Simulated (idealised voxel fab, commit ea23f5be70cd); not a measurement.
The following is a process module called voxel trench capacitor.
Section cut is 145 nm wide and gridded with 5 nm square cells.
Reading order for cross-sections: top band down to bottom band. Underlying form: a grid of square cells. Band size: one or more rows of cells.
Within each band entry, the heights of the top and of the bottom of the band appear first, in that order and in nm; the materials of the band then follow from left to right, each with its corresponding width in nm. The designation "all across" on a single material indicates that it fills the band from edge to edge; the designation "blank" indicates empty space.
Basically, 0 is our baseline, since under it the wafer straight out of the box is all one material. The bottom band has no lower end and keeps on going down, so it looks like "z 0 and below".
Top row gets the first number, bottom row gets the second, and each row in between changes by the same step: that is how a band width like "30->40" works.
You'll sometimes find "remained the same" written for a step, and that's the way of saying that nowhere in the cross-section did a cell change during that step.
In "Sealed cavities" the enclosed voids are listed, meaning empty spaces of 8 cells or larger without any opening to the top. The form is width x height at distance, distance from the left edge, units nm.
Post-settings text on a step line: simulator's own remark regarding the step.
You can add "overlay nm" to a step's line. For a step with a mask, it describes how far the mask lay to the right of its planned position, and a negative number describes a lay to the left.
SO HERE'S THE LINEUP OF PROCESS STEPS WE PLANNED
1. RECEIVE | material Si
2. CONFORMAL_DEP | material SiN | thk nm 10
3. MASKED_ETCH | tone open | mask id TRENCH | width nm 30 | pitch nm 45 | etch materials SiN | depth nm 10 | overlay nm 0
4. MASKED_ETCH | tone open | mask id TRENCH | width nm 30 | pitch nm 45 | etch materials Si | depth nm 25 | overlay nm 0
5. CONFORMAL_DEP | material Al2O3 | thk nm 5
6. CONFORMAL_DEP | material TiN | thk nm 5
7. FILL_DEP | material W | thk nm 10
8. CMP | height nm 10
CROSS-SECTION OF THE INCOMING WAFER, STATE AFTER STEP 1
- z 0 and below | Si all across
- Sealed cavities: none
LOOK AT THE CROSS-SECTION AFTER THE MODULE: THE WAFER STARTED OUT THE WAY SHOWN ABOVE AND THE PLAN WAS THE ONE SHOWN ABOVE, YET ONE MISTAKE WAS MADE ALONG THE WAY
- z 10 to 0 | 35 SiN  5 Al2O3  5 TiN  10 W  5 TiN  5 Al2O3  15 SiN  5 Al2O3  5 TiN  10 W  5 TiN  5 Al2O3  35 SiN
- z 0 to -40 | 35 Si  5 Al2O3  5 TiN  10 W  5 TiN  5 Al2O3  15 Si  5 Al2O3  5 TiN  10 W  5 TiN  5 Al2O3  35 Si
- z -40 to -45 | 35 Si  5 Al2O3  20 TiN  5 Al2O3  15 Si  5 Al2O3  20 TiN  5 Al2O3  35 Si
- z -45 to -50 | 35 Si  30 Al2O3  15 Si  30 Al2O3  35 Si
- z -50 and below | Si all across
- Sealed cavities: none
It is concluded that the wafer was processed incorrectly with respect to the plan, in that step 4 of the plan was carried out twice
